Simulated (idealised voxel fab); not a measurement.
process module | voxel gate over fins
cross-section cut | 180 nm wide | cells 5 nm
A cross-section is a grid of square cells, given in bands from the top down. A band is one or more rows of cells.
Each band's line starts with the height of the band's top and of its bottom, in nm. Then come its materials from left to right, each with its width in nm. One material with "throughout" fills the band from edge to edge. "air" is empty space.
Height 0 is the level under which the wafer as received is all one material. The lowest band goes on downwards, as in "0 down".
A width such as "30 to 40" changes by the same amount from each row of cells to the next, from the band's top row to its bottom row.
"no change" after a step means that no cell of the cross-section changed.
closed voids: empty space of 8 cells or more with no open way to the top, each as width x height at its distance from the left edge, in nm
after a step's settings: what the simulator itself notes on the step
overlay nm, on a step with a mask: how far to the right of its planned place the mask lay; to the left if negative
plan
1 op RECEIVE | material Si
2 op CONFORMAL_DEP | material SiN | thk nm 5
3 op MASKED_ETCH | tone cover | mask id FINS | width nm 15 | pitch nm 55 | etch materials SiN | depth nm 5 | overlay nm 0
4 op MASKED_ETCH | tone cover | mask id FINS | width nm 15 | pitch nm 55 | etch materials Si | depth nm 35 | overlay nm 0
5 op FILL_DEP | material SiO2 | thk nm 15
6 op CMP | height nm 5
7 op MASKED_ETCH | tone open | mask id RAIL | width nm 15 | etch materials SiO2 | depth nm 35 | overlay nm 0
8 op CONFORMAL_DEP | material TiN | thk nm 5
9 op FILL_DEP | material Ru | thk nm 5
10 op CMP | height nm 5
11 op SELECTIVE_ETCH | etch materials W Ru TiN | depth nm 20
12 op FILL_DEP | material SiO2 | thk nm 5
13 op CMP | height nm 5
14 op SELECTIVE_ETCH | etch materials SiO2 | depth nm 15
15 op STRIP | etch materials SiN
16 op CONFORMAL_DEP | material HfO2 | thk nm 5
17 op CONFORMAL_DEP | material TiN | thk nm 5
18 op FILL_DEP | material W | thk nm 10
19 op CMP | height nm 15
20 op CONFORMAL_DEP | material SiCN | thk nm 10
as received, after step 1
  0 down: Si throughout
  closed voids: none
first wafer at the end, as planned
  25 to 15: SiCN throughout
  15 to 10: W throughout
  10 to 5: W 15 | TiN 35 | W 20 | TiN 35 | W 20 | TiN 35 | W 20
  5 to 0: W 15 | TiN 5 | HfO2 25 | TiN 5 | W 20 | TiN 5 | HfO2 25 | TiN 5 | W 20 | TiN 5 | HfO2 25 | TiN 5 | W 20
  0 to -5: TiN 20 | HfO2 5 | Si 15 | HfO2 5 | TiN 30 | HfO2 5 | Si 15 | HfO2 5 | TiN 30 | HfO2 5 | Si 15 | HfO2 5 | TiN 25
  -5 to -10: HfO2 25 | Si 15 | HfO2 40 | Si 15 | HfO2 40 | Si 15 | HfO2 30
  -10 to -15: SiO2 25 | Si 15 | SiO2 40 | Si 15 | SiO2 40 | Si 15 | SiO2 30
  -15 to -25: SiO2 25 | Si 15 | SiO2 10 | TiN 5 | Ru 5 | TiN 5 | SiO2 15 | Si 15 | SiO2 40 | Si 15 | SiO2 30
  -25 to -30: SiO2 25 | Si 15 | SiO2 10 | TiN 15 | SiO2 15 | Si 15 | SiO2 40 | Si 15 | SiO2 30
  -30 to -35: SiO2 25 | Si 15 | SiO2 40 | Si 15 | SiO2 40 | Si 15 | SiO2 30
  -35 down: Si throughout
  closed voids: none
second wafer at the end: like start, like plan, one mistake
  25 to 15: SiCN throughout
  15 to 10: W throughout
  10 to 5: W 15 | TiN 35 | W 20 | TiN 35 | W 20 | TiN 35 | W 20
  5 to 0: W 15 | TiN 5 | HfO2 25 | TiN 5 | W 20 | TiN 5 | HfO2 25 | TiN 5 | W 20 | TiN 5 | HfO2 25 | TiN 5 | W 20
  0 to -5: TiN 20 | HfO2 5 | Si 15 | HfO2 5 | TiN 30 | HfO2 5 | Si 15 | HfO2 5 | TiN 30 | HfO2 5 | Si 15 | HfO2 5 | TiN 25
  -5 to -10: HfO2 25 | Si 15 | HfO2 40 | Si 15 | HfO2 40 | Si 15 | HfO2 30
  -10 to -15: SiO2 25 | Si 15 | SiO2 40 | Si 15 | SiO2 40 | Si 15 | SiO2 30
  -15 to -25: Ru 20 | TiN 5 | Si 15 | TiN 10 | SiO2 15 | TiN 5 | Ru 5 | TiN 5 | Si 15 | TiN 5 | Ru 30 | TiN 5 | Si 15 | TiN 5 | Ru 25
  -25 to -30: TiN 25 | Si 15 | TiN 10 | SiO2 15 | TiN 15 | Si 15 | TiN 40 | Si 15 | TiN 30
  -30 to -35: SiO2 25 | Si 15 | SiO2 40 | Si 15 | SiO2 40 | Si 15 | SiO2 30
  -35 down: Si throughout
  closed voids: none
what went wrong: step 7 ran as: op MASKED_ETCH | tone cover | mask id RAIL | width nm 15 | etch materials SiO2 | depth nm 35 | overlay nm 0
at the end the second wafer has, in cells: 30 more of Ru | 63 fewer of SiO2 | 33 more of TiN
